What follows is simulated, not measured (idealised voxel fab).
Process module under the name voxel wiring stack
cross-section cut | 225 nm wide | cells 5 nm
Cross-section spec: square-cell grid; bands listed top down; each band is one or more rows.
Within each band entry, the heights of the top and of the bottom of the band appear first, in that order and in nm; the materials of the band then follow from left to right, each with its corresponding width in nm. The designation "all across" on a single material indicates that it fills the band from edge to edge; the designation "empty" indicates empty space.
Heights from 0 (as-received wafer is one material below). Bottom band endless downward, as "0 nm and below".
Graded width ("30..40"): value in top row of band = first number; value in bottom row = second number; row-to-row change constant.
"identical to before" (step): cross-section cells unchanged, all of them.
You'll see "Unvented voids" listing empty spaces that have no way open to the top, as long as they're 8 cells or more; the notation is width x height at distance, where the distance is from the left edge, and all of it is in nm.
That trailing text on a step's line, after the settings, is the simulator's own remark on the step.
For masked steps, "overlay nm" on the step line gives how far right of plan the mask actually lay; a minus sign means it lay to the left.
Planned step list for the process:
1 RECEIVE | material Si
2 CONFORMAL_DEP | material SiO2 | thk nm 10
3 DIRECTIONAL_DEP | material TiN | thk nm 5
4 DIRECTIONAL_DEP | material Ru | thk nm 20
5 DIRECTIONAL_DEP | material aC | thk nm 10
6 PATTERN | tone cover | mask id METAL_1 | material resist | width nm 30 | pitch nm 50 | thk nm 30 | overlay nm 0
7 DIRECTIONAL_ETCH | etch materials aC | depth nm 10
8 STRIP | etch materials resist
9 DIRECTIONAL_ETCH | etch materials Ru | depth nm 20
10 DIRECTIONAL_ETCH | etch materials TiN | depth nm 5
11 STRIP | etch materials aC
12 CONFORMAL_DEP | material SiCN | thk nm 5
13 FILL_DEP | material lowk | thk nm 5
14 CMP | height nm 35
15 CONFORMAL_DEP | material SiCN | thk nm 5
16 DIRECTIONAL_DEP | material lowk | thk nm 15
17 MASKED_ETCH | tone open | mask id PLUG_1 | width nm 15 | pitch nm 50 | etch materials lowk | depth nm 15 | overlay nm 0
18 MASKED_ETCH | tone open | mask id PLUG_1 | width nm 15 | pitch nm 50 | etch materials SiCN | depth nm 5 | overlay nm 0
19 CONFORMAL_DEP | material TiN | thk nm 5
20 FILL_DEP | material Cu | thk nm 10
21 CMP | height nm 55
22 DIRECTIONAL_DEP | material TiN | thk nm 5
23 DIRECTIONAL_DEP | material W | thk nm 20
24 PATTERN | tone cover | mask id METAL_2 | material resist | width nm 30 | pitch nm 50 | thk nm 15 | overlay nm 0
25 DIRECTIONAL_ETCH | etch materials W | depth nm 20
26 DIRECTIONAL_ETCH | etch materials TiN | depth nm 5
27 STRIP | etch materials resist
28 FILL_DEP | material lowk | thk nm 5
29 CMP | height nm 80
30 CONFORMAL_DEP | material SiCN | thk nm 5
31 DIRECTIONAL_DEP | material SiO2 | thk nm 10
32 PATTERN | tone open | mask id PLUG_2 | material resist | width nm 15 | pitch nm 100 | thk nm 20 | overlay nm 0
33 DIRECTIONAL_ETCH | etch materials SiO2 | depth nm 10
34 DIRECTIONAL_ETCH | etch materials SiCN | depth nm 5
35 STRIP | etch materials resist
36 EPI | material Ru | thk nm 10
37 EPI | material Ru | thk nm 5
38 DIRECTIONAL_DEP | material TiN | thk nm 5
39 DIRECTIONAL_DEP | material Ru | thk nm 25
40 PATTERN | tone cover | mask id METAL_3 | material resist | width nm 30 | pitch nm 50 | thk nm 20 | overlay nm 0
41 DIRECTIONAL_ETCH | etch materials Ru | depth nm 25
42 DIRECTIONAL_ETCH | etch materials TiN | depth nm 5
43 STRIP | etch materials resist
44 FILL_DEP | material lowk | thk nm 10
45 CMP | height nm 125
46 CONFORMAL_DEP | material SiN | thk nm 5
The first of the two wafers, which ran as planned:
Received-state cross-section, reflecting completion of step 1:
	0 nm and below | Si all across
	Unvented voids: none
Cross-section: wafer state after step 2:
	10 nm to 0 nm | SiO2 all across
	Below a height of 0, the structure has not been altered.
Cross-section: wafer state after step 3:
	15 nm to 10 nm | TiN all across
	Below a height of 10, the structure has not been altered.
Cross-section: wafer state after step 4:
	35 nm to 15 nm | Ru all across
	Below a height of 15, the structure has not been altered.
Cross-section: wafer state after step 5:
	45 nm to 35 nm | aC all across
	Below a height of 35, the structure has not been altered.
Cross-section: wafer state after step 6:
	75 nm to 45 nm | 20 nm empty | 30 nm resist | 20 nm empty | 30 nm resist | 20 nm empty | 30 nm resist | 20 nm empty | 30 nm resist | 25 nm empty
	Below a height of 45, the structure has not been altered.
Cross-section: wafer state after step 7:
	65 nm to 45 nm | 20 nm empty | 30 nm resist | 20 nm empty | 30 nm resist | 20 nm empty | 30 nm resist | 20 nm empty | 30 nm resist | 25 nm empty
	45 nm to 35 nm | 20 nm empty | 30 nm aC | 20 nm empty | 30 nm aC | 20 nm empty | 30 nm aC | 20 nm empty | 30 nm aC | 25 nm empty
	Below a height of 35, the structure has not been altered.
Cross-section: wafer state after step 8:
	45 nm to 35 nm | 20 nm empty | 30 nm aC | 20 nm empty | 30 nm aC | 20 nm empty | 30 nm aC | 20 nm empty | 30 nm aC | 25 nm empty
	Below a height of 35, the structure has not been altered.
Cross-section: wafer state after step 9:
	45 nm to 35 nm | 20 nm empty | 30 nm aC | 20 nm empty | 30 nm aC | 20 nm empty | 30 nm aC | 20 nm empty | 30 nm aC | 25 nm empty
	35 nm to 15 nm | 20 nm empty | 30 nm Ru | 20 nm empty | 30 nm Ru | 20 nm empty | 30 nm Ru | 20 nm empty | 30 nm Ru | 25 nm empty
	Below a height of 15, the structure has not been altered.
Cross-section: wafer state after step 10:
	45 nm to 35 nm | 20 nm empty | 30 nm aC | 20 nm empty | 30 nm aC | 20 nm empty | 30 nm aC | 20 nm empty | 30 nm aC | 25 nm empty
	35 nm to 15 nm | 20 nm empty | 30 nm Ru | 20 nm empty | 30 nm Ru | 20 nm empty | 30 nm Ru | 20 nm empty | 30 nm Ru | 25 nm empty
	15 nm to 10 nm | 20 nm empty | 30 nm TiN | 20 nm empty | 30 nm TiN | 20 nm empty | 30 nm TiN | 20 nm empty | 30 nm TiN | 25 nm empty
	Below a height of 10, the structure has not been altered.
Cross-section: wafer state after step 11:
	35 nm to 15 nm | 20 nm empty | 30 nm Ru | 20 nm empty | 30 nm Ru | 20 nm empty | 30 nm Ru | 20 nm empty | 30 nm Ru | 25 nm empty
	Below a height of 15, the structure has not been altered.
Cross-section: wafer state after step 12:
	40 nm to 35 nm | 15 nm empty | 40 nm SiCN | 10 nm empty | 40 nm SiCN | 10 nm empty | 40 nm SiCN | 10 nm empty | 40 nm SiCN | 20 nm empty
	35 nm to 15 nm | 15 nm empty | 5 nm SiCN | 30 nm Ru | 5 nm SiCN | 10 nm empty | 5 nm SiCN | 30 nm Ru | 5 nm SiCN | 10 nm empty | 5 nm SiCN | 30 nm Ru | 5 nm SiCN | 10 nm empty | 5 nm SiCN | 30 nm Ru | 5 nm SiCN | 20 nm empty
	15 nm to 10 nm | 20 nm SiCN | 30 nm TiN | 20 nm SiCN | 30 nm TiN | 20 nm SiCN | 30 nm TiN | 20 nm SiCN | 30 nm TiN | 25 nm SiCN
	Below a height of 10, the structure has not been altered.
Cross-section: wafer state after step 13:
	45 nm to 40 nm | lowk all across
	40 nm to 35 nm | 15 nm lowk | 40 nm SiCN | 10 nm lowk | 40 nm SiCN | 10 nm lowk | 40 nm SiCN | 10 nm lowk | 40 nm SiCN | 20 nm lowk
	35 nm to 15 nm | 15 nm lowk | 5 nm SiCN | 30 nm Ru | 5 nm SiCN | 10 nm lowk | 5 nm SiCN | 30 nm Ru | 5 nm SiCN | 10 nm lowk | 5 nm SiCN | 30 nm Ru | 5 nm SiCN | 10 nm lowk | 5 nm SiCN | 30 nm Ru | 5 nm SiCN | 20 nm lowk
	Below a height of 15, the structure has not been altered.
Cross-section: wafer state after step 14:
	35 nm to 15 nm | 15 nm lowk | 5 nm SiCN | 30 nm Ru | 5 nm SiCN | 10 nm lowk | 5 nm SiCN | 30 nm Ru | 5 nm SiCN | 10 nm lowk | 5 nm SiCN | 30 nm Ru | 5 nm SiCN | 10 nm lowk | 5 nm SiCN | 30 nm Ru | 5 nm SiCN | 20 nm lowk
	Below a height of 15, the structure has not been altered.
Cross-section: wafer state after step 15:
	40 nm to 35 nm | SiCN all across
	Below a height of 35, the structure has not been altered.
Cross-section: wafer state after step 16:
	55 nm to 40 nm | lowk all across
	Below a height of 40, the structure has not been altered.
Cross-section: wafer state after step 17:
	55 nm to 40 nm | 20 nm lowk | 15 nm empty | 35 nm lowk | 15 nm empty | 35 nm lowk | 15 nm empty | 35 nm lowk | 15 nm empty | 40 nm lowk
	Below a height of 40, the structure has not been altered.
Cross-section: wafer state after step 18:
	55 nm to 40 nm | 20 nm lowk | 15 nm empty | 35 nm lowk | 15 nm empty | 35 nm lowk | 15 nm empty | 35 nm lowk | 15 nm empty | 40 nm lowk
	40 nm to 35 nm | 20 nm SiCN | 15 nm empty | 35 nm SiCN | 15 nm empty | 35 nm SiCN | 15 nm empty | 35 nm SiCN | 15 nm empty | 40 nm SiCN
	Below a height of 35, the structure has not been altered.
Cross-section: wafer state after step 19:
	60 nm to 55 nm | 25 nm TiN | 5 nm empty | 45 nm TiN | 5 nm empty | 45 nm TiN | 5 nm empty | 45 nm TiN | 5 nm empty | 45 nm TiN
	55 nm to 40 nm | 20 nm lowk | 5 nm TiN | 5 nm empty | 5 nm TiN | 35 nm lowk | 5 nm TiN | 5 nm empty | 5 nm TiN | 35 nm lowk | 5 nm TiN | 5 nm empty | 5 nm TiN | 35 nm lowk | 5 nm TiN | 5 nm empty | 5 nm TiN | 40 nm lowk
	40 nm to 35 nm | 20 nm SiCN | 15 nm TiN | 35 nm SiCN | 15 nm TiN | 35 nm SiCN | 15 nm TiN | 35 nm SiCN | 15 nm TiN | 40 nm SiCN
	Below a height of 35, the structure has not been altered.
Cross-section: wafer state after step 20:
	70 nm to 60 nm | Cu all across
	60 nm to 55 nm | 25 nm TiN | 5 nm Cu | 45 nm TiN | 5 nm Cu | 45 nm TiN | 5 nm Cu | 45 nm TiN | 5 nm Cu | 45 nm TiN
	55 nm to 40 nm | 20 nm lowk | 5 nm TiN | 5 nm Cu | 5 nm TiN | 35 nm lowk | 5 nm TiN | 5 nm Cu | 5 nm TiN | 35 nm lowk | 5 nm TiN | 5 nm Cu | 5 nm TiN | 35 nm lowk | 5 nm TiN | 5 nm Cu | 5 nm TiN | 40 nm lowk
	Below a height of 40, the structure has not been altered.
Cross-section: wafer state after step 21:
	55 nm to 40 nm | 20 nm lowk | 5 nm TiN | 5 nm Cu | 5 nm TiN | 35 nm lowk | 5 nm TiN | 5 nm Cu | 5 nm TiN | 35 nm lowk | 5 nm TiN | 5 nm Cu | 5 nm TiN | 35 nm lowk | 5 nm TiN | 5 nm Cu | 5 nm TiN | 40 nm lowk
	Below a height of 40, the structure has not been altered.
Cross-section: wafer state after step 22:
	60 nm to 55 nm | TiN all across
	Below a height of 55, the structure has not been altered.
Cross-section: wafer state after step 23:
	80 nm to 60 nm | W all across
	Below a height of 60, the structure has not been altered.
Cross-section: wafer state after step 24:
	95 nm to 80 nm | 20 nm empty | 30 nm resist | 20 nm empty | 30 nm resist | 20 nm empty | 30 nm resist | 20 nm empty | 30 nm resist | 25 nm empty
	Below a height of 80, the structure has not been altered.
Cross-section: wafer state after step 25:
	95 nm to 80 nm | 20 nm empty | 30 nm resist | 20 nm empty | 30 nm resist | 20 nm empty | 30 nm resist | 20 nm empty | 30 nm resist | 25 nm empty
	80 nm to 60 nm | 20 nm empty | 30 nm W | 20 nm empty | 30 nm W | 20 nm empty | 30 nm W | 20 nm empty | 30 nm W | 25 nm empty
	Below a height of 60, the structure has not been altered.
Cross-section: wafer state after step 26:
	95 nm to 80 nm | 20 nm empty | 30 nm resist | 20 nm empty | 30 nm resist | 20 nm empty | 30 nm resist | 20 nm empty | 30 nm resist | 25 nm empty
	80 nm to 60 nm | 20 nm empty | 30 nm W | 20 nm empty | 30 nm W | 20 nm empty | 30 nm W | 20 nm empty | 30 nm W | 25 nm empty
	60 nm to 55 nm | 20 nm empty | 30 nm TiN | 20 nm empty | 30 nm TiN | 20 nm empty | 30 nm TiN | 20 nm empty | 30 nm TiN | 25 nm empty
	Below a height of 55, the structure has not been altered.
Cross-section: wafer state after step 27:
	80 nm to 60 nm | 20 nm empty | 30 nm W | 20 nm empty | 30 nm W | 20 nm empty | 30 nm W | 20 nm empty | 30 nm W | 25 nm empty
	Below a height of 60, the structure has not been altered.
Cross-section: wafer state after step 28:
	85 nm to 80 nm | lowk all across
	80 nm to 60 nm | 20 nm lowk | 30 nm W | 20 nm lowk | 30 nm W | 20 nm lowk | 30 nm W | 20 nm lowk | 30 nm W | 25 nm lowk
	60 nm to 55 nm | 20 nm lowk | 30 nm TiN | 20 nm lowk | 30 nm TiN | 20 nm lowk | 30 nm TiN | 20 nm lowk | 30 nm TiN | 25 nm lowk
	Below a height of 55, the structure has not been altered.
Cross-section: wafer state after step 29:
	80 nm to 60 nm | 20 nm lowk | 30 nm W | 20 nm lowk | 30 nm W | 20 nm lowk | 30 nm W | 20 nm lowk | 30 nm W | 25 nm lowk
	Below a height of 60, the structure has not been altered.
Cross-section: wafer state after step 30:
	85 nm to 80 nm | SiCN all across
	Below a height of 80, the structure has not been altered.
Cross-section: wafer state after step 31:
	95 nm to 85 nm | SiO2 all across
	Below a height of 85, the structure has not been altered.
Cross-section: wafer state after step 32:
	115 nm to 95 nm | 20 nm resist | 15 nm empty | 85 nm resist | 15 nm empty | 90 nm resist
	Below a height of 95, the structure has not been altered.
Cross-section: wafer state after step 33:
	115 nm to 95 nm | 20 nm resist | 15 nm empty | 85 nm resist | 15 nm empty | 90 nm resist
	95 nm to 85 nm | 20 nm SiO2 | 15 nm empty | 85 nm SiO2 | 15 nm empty | 90 nm SiO2
	Below a height of 85, the structure has not been altered.
Cross-section: wafer state after step 34:
	115 nm to 95 nm | 20 nm resist | 15 nm empty | 85 nm resist | 15 nm empty | 90 nm resist
	95 nm to 85 nm | 20 nm SiO2 | 15 nm empty | 85 nm SiO2 | 15 nm empty | 90 nm SiO2
	85 nm to 80 nm | 20 nm SiCN | 15 nm empty | 85 nm SiCN | 15 nm empty | 90 nm SiCN
	Below a height of 80, the structure has not been altered.
Cross-section: wafer state after step 35:
	95 nm to 85 nm | 20 nm SiO2 | 15 nm empty | 85 nm SiO2 | 15 nm empty | 90 nm SiO2
	Below a height of 85, the structure has not been altered.
Cross-section: wafer state after step 36:
	95 nm to 90 nm | 20 nm SiO2 | 15 nm empty | 85 nm SiO2 | 15 nm empty | 90 nm SiO2
	90 nm to 85 nm | 20 nm SiO2 | 15 nm Ru | 85 nm SiO2 | 15 nm Ru | 90 nm SiO2
	85 nm to 80 nm | 20 nm SiCN | 15 nm Ru | 85 nm SiCN | 15 nm Ru | 90 nm SiCN
	Below a height of 80, the structure has not been altered.
Cross-section: wafer state after step 37:
	95 nm to 85 nm | 20 nm SiO2 | 15 nm Ru | 85 nm SiO2 | 15 nm Ru | 90 nm SiO2
	Below a height of 85, the structure has not been altered.
Cross-section: wafer state after step 38:
	100 nm to 95 nm | TiN all across
	Below a height of 95, the structure has not been altered.
Cross-section: wafer state after step 39:
	125 nm to 100 nm | Ru all across
	Below a height of 100, the structure has not been altered.
Cross-section: wafer state after step 40:
	145 nm to 125 nm | 20 nm empty | 30 nm resist | 20 nm empty | 30 nm resist | 20 nm empty | 30 nm resist | 20 nm empty | 30 nm resist | 25 nm empty
	Below a height of 125, the structure has not been altered.
Cross-section: wafer state after step 41:
	145 nm to 125 nm | 20 nm empty | 30 nm resist | 20 nm empty | 30 nm resist | 20 nm empty | 30 nm resist | 20 nm empty | 30 nm resist | 25 nm empty
	125 nm to 100 nm | 20 nm empty | 30 nm Ru | 20 nm empty | 30 nm Ru | 20 nm empty | 30 nm Ru | 20 nm empty | 30 nm Ru | 25 nm empty
	Below a height of 100, the structure has not been altered.
Cross-section: wafer state after step 42:
	145 nm to 125 nm | 20 nm empty | 30 nm resist | 20 nm empty | 30 nm resist | 20 nm empty | 30 nm resist | 20 nm empty | 30 nm resist | 25 nm empty
	125 nm to 100 nm | 20 nm empty | 30 nm Ru | 20 nm empty | 30 nm Ru | 20 nm empty | 30 nm Ru | 20 nm empty | 30 nm Ru | 25 nm empty
	100 nm to 95 nm | 20 nm empty | 30 nm TiN | 20 nm empty | 30 nm TiN | 20 nm empty | 30 nm TiN | 20 nm empty | 30 nm TiN | 25 nm empty
	Below a height of 95, the structure has not been altered.
Cross-section: wafer state after step 43:
	125 nm to 100 nm | 20 nm empty | 30 nm Ru | 20 nm empty | 30 nm Ru | 20 nm empty | 30 nm Ru | 20 nm empty | 30 nm Ru | 25 nm empty
	Below a height of 100, the structure has not been altered.
Cross-section: wafer state after step 44:
	135 nm to 125 nm | lowk all across
	125 nm to 100 nm | 20 nm lowk | 30 nm Ru | 20 nm lowk | 30 nm Ru | 20 nm lowk | 30 nm Ru | 20 nm lowk | 30 nm Ru | 25 nm lowk
	100 nm to 95 nm | 20 nm lowk | 30 nm TiN | 20 nm lowk | 30 nm TiN | 20 nm lowk | 30 nm TiN | 20 nm lowk | 30 nm TiN | 25 nm lowk
	Below a height of 95, the structure has not been altered.
Cross-section: wafer state after step 45:
	125 nm to 100 nm | 20 nm lowk | 30 nm Ru | 20 nm lowk | 30 nm Ru | 20 nm lowk | 30 nm Ru | 20 nm lowk | 30 nm Ru | 25 nm lowk
	Below a height of 100, the structure has not been altered.
Cross-section: wafer state after step 46:
	130 nm to 125 nm | SiN all across
	Below a height of 125, the structure has not been altered.
Companion wafer, the second of two: same beginning, same intended sequence, one mistake in carrying it out; through step 22 inclusive it tracks the first exactly:
Second wafer cross-section, taken as of the time the plan sets for step 23 to be done:
	80 nm to 60 nm | SiN all across
	Below a height of 60, the structure has not been altered.
Second wafer cross-section, taken as of the time the plan sets for step 24 to be done:
	95 nm to 80 nm | 20 nm empty | 30 nm resist | 20 nm empty | 30 nm resist | 20 nm empty | 30 nm resist | 20 nm empty | 30 nm resist | 25 nm empty
	Below a height of 80, the structure has not been altered.
Second wafer cross-section, taken as of the time the plan sets for step 25 to be done: identical to before
Second wafer cross-section, taken as of the time the plan sets for step 26 to be done: identical to before
Second wafer cross-section, taken as of the time the plan sets for step 27 to be done:
	80 nm to 60 nm | SiN all across
	Below a height of 60, the structure has not been altered.
Second wafer cross-section, taken as of the time the plan sets for step 28 to be done:
	85 nm to 80 nm | lowk all across
	Below a height of 80, the structure has not been altered.
Second wafer cross-section, taken as of the time the plan sets for step 29 to be done:
	80 nm to 60 nm | SiN all across
	Below a height of 60, the structure has not been altered.
Second wafer cross-section, taken as of the time the plan sets for step 30 to be done:
	85 nm to 80 nm | SiCN all across
	Below a height of 80, the structure has not been altered.
Second wafer cross-section, taken as of the time the plan sets for step 31 to be done:
	95 nm to 85 nm | SiO2 all across
	Below a height of 85, the structure has not been altered.
Second wafer cross-section, taken as of the time the plan sets for step 32 to be done:
	115 nm to 95 nm | 20 nm resist | 15 nm empty | 85 nm resist | 15 nm empty | 90 nm resist
	Below a height of 95, the structure has not been altered.
Second wafer cross-section, taken as of the time the plan sets for step 33 to be done:
	115 nm to 95 nm | 20 nm resist | 15 nm empty | 85 nm resist | 15 nm empty | 90 nm resist
	95 nm to 85 nm | 20 nm SiO2 | 15 nm empty | 85 nm SiO2 | 15 nm empty | 90 nm SiO2
	Below a height of 85, the structure has not been altered.
Second wafer cross-section, taken as of the time the plan sets for step 34 to be done:
	115 nm to 95 nm | 20 nm resist | 15 nm empty | 85 nm resist | 15 nm empty | 90 nm resist
	95 nm to 85 nm | 20 nm SiO2 | 15 nm empty | 85 nm SiO2 | 15 nm empty | 90 nm SiO2
	85 nm to 80 nm | 20 nm SiCN | 15 nm empty | 85 nm SiCN | 15 nm empty | 90 nm SiCN
	Below a height of 80, the structure has not been altered.
Second wafer cross-section, taken as of the time the plan sets for step 35 to be done:
	95 nm to 85 nm | 20 nm SiO2 | 15 nm empty | 85 nm SiO2 | 15 nm empty | 90 nm SiO2
	Below a height of 85, the structure has not been altered.
Second wafer cross-section, taken as of the time the plan sets for step 36 to be done: identical to before
Second wafer cross-section, taken as of the time the plan sets for step 37 to be done: identical to before
Second wafer cross-section, taken as of the time the plan sets for step 38 to be done:
	100 nm to 95 nm | 20 nm TiN | 15 nm empty | 85 nm TiN | 15 nm empty | 90 nm TiN
	95 nm to 85 nm | 20 nm SiO2 | 15 nm empty | 85 nm SiO2 | 15 nm empty | 90 nm SiO2
	85 nm to 80 nm | 20 nm SiCN | 15 nm TiN | 85 nm SiCN | 15 nm TiN | 90 nm SiCN
	Below a height of 80, the structure has not been altered.
Second wafer cross-section, taken as of the time the plan sets for step 39 to be done:
	125 nm to 110 nm | 20 nm Ru | 15 nm empty | 85 nm Ru | 15 nm empty | 90 nm Ru
	110 nm to 100 nm | Ru all across
	100 nm to 95 nm | 20 nm TiN | 15 nm Ru | 85 nm TiN | 15 nm Ru | 90 nm TiN
	95 nm to 85 nm | 20 nm SiO2 | 15 nm Ru | 85 nm SiO2 | 15 nm Ru | 90 nm SiO2
	Below a height of 85, the structure has not been altered.
Second wafer cross-section, taken as of the time the plan sets for step 40 to be done:
	145 nm to 125 nm | 20 nm empty | 30 nm resist | 20 nm empty | 30 nm resist | 20 nm empty | 30 nm resist | 20 nm empty | 30 nm resist | 25 nm empty
	125 nm to 110 nm | 20 nm Ru | 15 nm resist | 85 nm Ru | 15 nm resist | 90 nm Ru
	Below a height of 110, the structure has not been altered.
Second wafer cross-section, taken as of the time the plan sets for step 41 to be done:
	145 nm to 125 nm | 20 nm empty | 30 nm resist | 20 nm empty | 30 nm resist | 20 nm empty | 30 nm resist | 20 nm empty | 30 nm resist | 25 nm empty
	125 nm to 110 nm | 20 nm empty | 15 nm resist | 15 nm Ru | 20 nm empty | 30 nm Ru | 20 nm empty | 15 nm resist | 15 nm Ru | 20 nm empty | 30 nm Ru | 25 nm empty
	110 nm to 100 nm | 20 nm empty | 30 nm Ru | 20 nm empty | 30 nm Ru | 20 nm empty | 30 nm Ru | 20 nm empty | 30 nm Ru | 25 nm empty
	Below a height of 100, the structure has not been altered.
Second wafer cross-section, taken as of the time the plan sets for step 42 to be done:
	145 nm to 125 nm | 20 nm empty | 30 nm resist | 20 nm empty | 30 nm resist | 20 nm empty | 30 nm resist | 20 nm empty | 30 nm resist | 25 nm empty
	125 nm to 110 nm | 20 nm empty | 15 nm resist | 15 nm Ru | 20 nm empty | 30 nm Ru | 20 nm empty | 15 nm resist | 15 nm Ru | 20 nm empty | 30 nm Ru | 25 nm empty
	110 nm to 100 nm | 20 nm empty | 30 nm Ru | 20 nm empty | 30 nm Ru | 20 nm empty | 30 nm Ru | 20 nm empty | 30 nm Ru | 25 nm empty
	100 nm to 95 nm | 20 nm empty | 15 nm Ru | 15 nm TiN | 20 nm empty | 30 nm TiN | 20 nm empty | 15 nm Ru | 15 nm TiN | 20 nm empty | 30 nm TiN | 25 nm empty
	Below a height of 95, the structure has not been altered.
Second wafer cross-section, taken as of the time the plan sets for step 43 to be done:
	125 nm to 110 nm | 35 nm empty | 15 nm Ru | 20 nm empty | 30 nm Ru | 35 nm empty | 15 nm Ru | 20 nm empty | 30 nm Ru | 25 nm empty
	Below a height of 110, the structure has not been altered.
Second wafer cross-section, taken as of the time the plan sets for step 44 to be done:
	135 nm to 125 nm | lowk all across
	125 nm to 110 nm | 35 nm lowk | 15 nm Ru | 20 nm lowk | 30 nm Ru | 35 nm lowk | 15 nm Ru | 20 nm lowk | 30 nm Ru | 25 nm lowk
	110 nm to 100 nm | 20 nm lowk | 30 nm Ru | 20 nm lowk | 30 nm Ru | 20 nm lowk | 30 nm Ru | 20 nm lowk | 30 nm Ru | 25 nm lowk
	100 nm to 95 nm | 20 nm lowk | 15 nm Ru | 15 nm TiN | 20 nm lowk | 30 nm TiN | 20 nm lowk | 15 nm Ru | 15 nm TiN | 20 nm lowk | 30 nm TiN | 25 nm lowk
	Below a height of 95, the structure has not been altered.
Second wafer cross-section, taken as of the time the plan sets for step 45 to be done:
	125 nm to 110 nm | 35 nm lowk | 15 nm Ru | 20 nm lowk | 30 nm Ru | 35 nm lowk | 15 nm Ru | 20 nm lowk | 30 nm Ru | 25 nm lowk
	Below a height of 110, the structure has not been altered.
Second wafer cross-section, taken as of the time the plan sets for step 46 to be done:
	130 nm to 125 nm | SiN all across
	Below a height of 125, the structure has not been altered.
The mistake made against the process plan was this: off-plan run, step 23, actual operation and settings DIRECTIONAL_DEP | material SiN | thk nm 20
Final wafer comparison in cells, second versus first, more or fewer per material: Ru: 18 fewer; SiN: 180 more; TiN: 21 more; W: 96 fewer; lowk: 87 fewer
